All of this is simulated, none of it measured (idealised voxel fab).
Name of the process module below: voxel gate over fins
Section shown: cut. Width: 265 nm. Cell size: 5 nm, square.
Each cross-section below is a grid of square cells, stated as bands in top-down order, with one or more rows of cells making up each band. What a band's entry tells you: where the top is and where the bottom is, as heights in nm, and after that what lies inside, material by material from left to right, each with its width in nm. Empty space is written as the word "air", and a single material marked with the word "throughout" occupies the band from edge to edge. Height reference: 0 = level under which incoming wafer is all one material. Lowest band: no bottom, runs on downward, e.g. "0 and below". Width spec "30..40" -> top row of cells at first value, bottom row at second value, equal per-row change in between. The designation "remained the same", where it is given for a processing step, indicates that no cell of the cross-section was altered in the course of that step. The entry titled "Trapped cavities" provides the empty spaces that have no open way to the top, restricted to those of 8 cells or more. Each is presented as width x height at distance, the distance being measured from the left edge, with all three in nm. Text after the settings on a step's line: the simulator's own remark on that step. "overlay nm" answers the question of how far to the right of plan the mask lay on a step that has a mask, and when it is negative the answer is to the left.
# Process steps (planned)
1. RECEIVE with material Si
2. CONFORMAL_DEP with material SiN, thk nm 10
3. MASKED_ETCH with tone cover, mask id FINS, width nm 15, pitch nm 45, etch materials SiN, depth nm 10, overlay nm 0
4. MASKED_ETCH with tone cover, mask id FINS, width nm 15, pitch nm 45, etch materials Si, depth nm 40, overlay nm 0
5. FILL_DEP with material SiO2, thk nm 5
6. CMP with height nm 10
7. SELECTIVE_ETCH with etch materials SiO2, depth nm 25
8. STRIP with etch materials SiN
9. CONFORMAL_DEP with material HfO2, thk nm 5
10. CONFORMAL_DEP with material TiN, thk nm 5
11. FILL_DEP with material W, thk nm 15
12. CMP with height nm 20
13. CONFORMAL_DEP with material SiCN, thk nm 10
# Cross-section of the wafer as it came to us, i.e., already through step 1
    0 and below | Si throughout
    Trapped cavities: none
# Starting wafer: above. Plan: above. Run: one mistake. Cross-section after the module: below
    30 down to 20 | SiCN throughout
    20 down to 10 | W throughout
    10 down to 5 | 70 nm W, 35 nm TiN, 10 nm W, 35 nm TiN, 10 nm W, 35 nm TiN, 70 nm W
    5 down to 0 | 70 nm W, 5 nm TiN, 25 nm HfO2, 5 nm TiN, 10 nm W, 5 nm TiN, 25 nm HfO2, 5 nm TiN, 10 nm W, 5 nm TiN, 25 nm HfO2, 5 nm TiN, 70 nm W
    0 down to -5 | 70 nm W, 5 nm TiN, 5 nm HfO2, 15 nm Si, 5 nm HfO2, 5 nm TiN, 10 nm W, 5 nm TiN, 5 nm HfO2, 15 nm Si, 5 nm HfO2, 5 nm TiN, 10 nm W, 5 nm TiN, 5 nm HfO2, 15 nm Si, 5 nm HfO2, 5 nm TiN, 70 nm W
    -5 down to -10 | 75 nm TiN, 5 nm HfO2, 15 nm Si, 5 nm HfO2, 20 nm TiN, 5 nm HfO2, 15 nm Si, 5 nm HfO2, 20 nm TiN, 5 nm HfO2, 15 nm Si, 5 nm HfO2, 75 nm TiN
    -10 down to -15 | 80 nm HfO2, 15 nm Si, 30 nm HfO2, 15 nm Si, 30 nm HfO2, 15 nm Si, 80 nm HfO2
    -15 down to -80 | 80 nm SiO2, 15 nm Si, 30 nm SiO2, 15 nm Si, 30 nm SiO2, 15 nm Si, 80 nm SiO2
    -80 and below | Si throughout
    Trapped cavities: none
Deviation noted in wafer processing: heads up, step 4 of the plan got done twice
